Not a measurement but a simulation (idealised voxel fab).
process module | voxel self aligned vias
cross-section cut | 275 nm wide | cells 5 nm
A cross-section is a grid of square cells, given in bands from the top down. A band is one or more rows of cells.
Each band's line starts with the height of the band's top and of its bottom, in nm. Then come its materials from left to right, each with its width in nm. One material with "throughout" fills the band from edge to edge. "air" is empty space.
Height 0 is the level under which the wafer as received is all one material. The lowest band goes on downwards, as in "0 down".
A width such as "30 to 40" changes by the same amount from each row of cells to the next, from the band's top row to its bottom row.
"no change" after a step means that no cell of the cross-section changed.
closed voids: empty space of 8 cells or more with no open way to the top, each as width x height at its distance from the left edge, in nm
after a step's settings: what the simulator itself notes on the step
overlay nm, on a step with a mask: how far to the right of its planned place the mask lay; to the left if negative
plan
1 op RECEIVE | material Si
2 op CONFORMAL_DEP | material SiO2 | thk nm 15
3 op CONFORMAL_DEP | material SiCN | thk nm 5
4 op DIRECTIONAL_DEP | material lowk | thk nm 20
5 op PATTERN | tone open | mask id LINES | material resist | width nm 25 | pitch nm 60 | thk nm 15 | overlay nm 0
6 op DIRECTIONAL_ETCH | etch materials lowk | depth nm 20
7 op STRIP | etch materials resist
8 op CONFORMAL_DEP | material TiN | thk nm 5
9 op FILL_DEP | material Ru | thk nm 5
10 op CMP | height nm 40
11 op SELECTIVE_ETCH | etch materials W Ru TiN | depth nm 10
12 op FILL_DEP | material SiN | thk nm 5
13 op CMP | height nm 40
14 op DIRECTIONAL_DEP | material lowk | thk nm 15
15 op PATTERN | tone open | mask id VIAS | material resist | width nm 35 | pitch nm 60 | thk nm 15 | overlay nm 0
16 op DIRECTIONAL_ETCH | etch materials lowk | depth nm 15
17 op DIRECTIONAL_ETCH | etch materials SiN | depth nm 10
18 op STRIP | etch materials resist
19 op CONFORMAL_DEP | material TiN | thk nm 5
20 op FILL_DEP | material Cu | thk nm 10
21 op CMP | height nm 55
22 op CONFORMAL_DEP | material SiCN | thk nm 5
as received, after step 1
  0 down: Si throughout
  closed voids: none
first wafer at the end, as planned
  60 to 55: SiCN throughout
  55 to 45: lowk 90 | TiN 5 | Cu 25 | TiN 5 | lowk 25 | TiN 5 | Cu 25 | TiN 5 | lowk 90
  45 to 35: lowk 90 to 95 | TiN 10 to 5 | Cu 15 | TiN 10 to 5 | lowk 25 to 35 | TiN 10 to 5 | Cu 15 | TiN 10 to 5 | lowk 90 to 95
  35 to 30: lowk 95 | TiN 25 | lowk 35 | TiN 25 | lowk 95
  30 to 25: lowk 95 | TiN 5 | Ru 15 | TiN 5 | lowk 35 | TiN 5 | Ru 15 | TiN 5 | lowk 95
  25 to 20: lowk 95 | TiN 25 | lowk 35 | TiN 25 | lowk 95
  20 to 15: SiCN throughout
  15 to 0: SiO2 throughout
  0 down: Si throughout
  closed voids: none
second wafer at the end: like start, like plan, one mistake
  60 to 55: SiCN throughout
  55 to 40: lowk 90 | TiN 5 | Cu 25 | TiN 5 | lowk 25 | TiN 5 | Cu 25 | TiN 5 | lowk 90
  40 to 35: SiN 90 | TiN 10 | Cu 15 | TiN 10 | SiN 25 | TiN 10 | Cu 15 | TiN 10 | SiN 90
  35 to 30: lowk 95 | TiN 25 | lowk 35 | TiN 25 | lowk 95
  30 to 20: lowk 95 | TiN 5 | Ru 15 | TiN 5 | lowk 35 | TiN 5 | Ru 15 | TiN 5 | lowk 95
  20 to 15: lowk 95 | TiN 25 | lowk 35 | TiN 25 | lowk 95
  15 to 10: SiCN throughout
  10 to 0: SiO2 throughout
  0 down: Si throughout
  closed voids: none
what went wrong: step 2 ran as: op CONFORMAL_DEP | material SiO2 | thk nm 10
at the end the second wafer has, in cells: 4 more of Cu | 6 more of Ru | 41 more of SiN | 55 fewer of SiO2 | 4 more of TiN
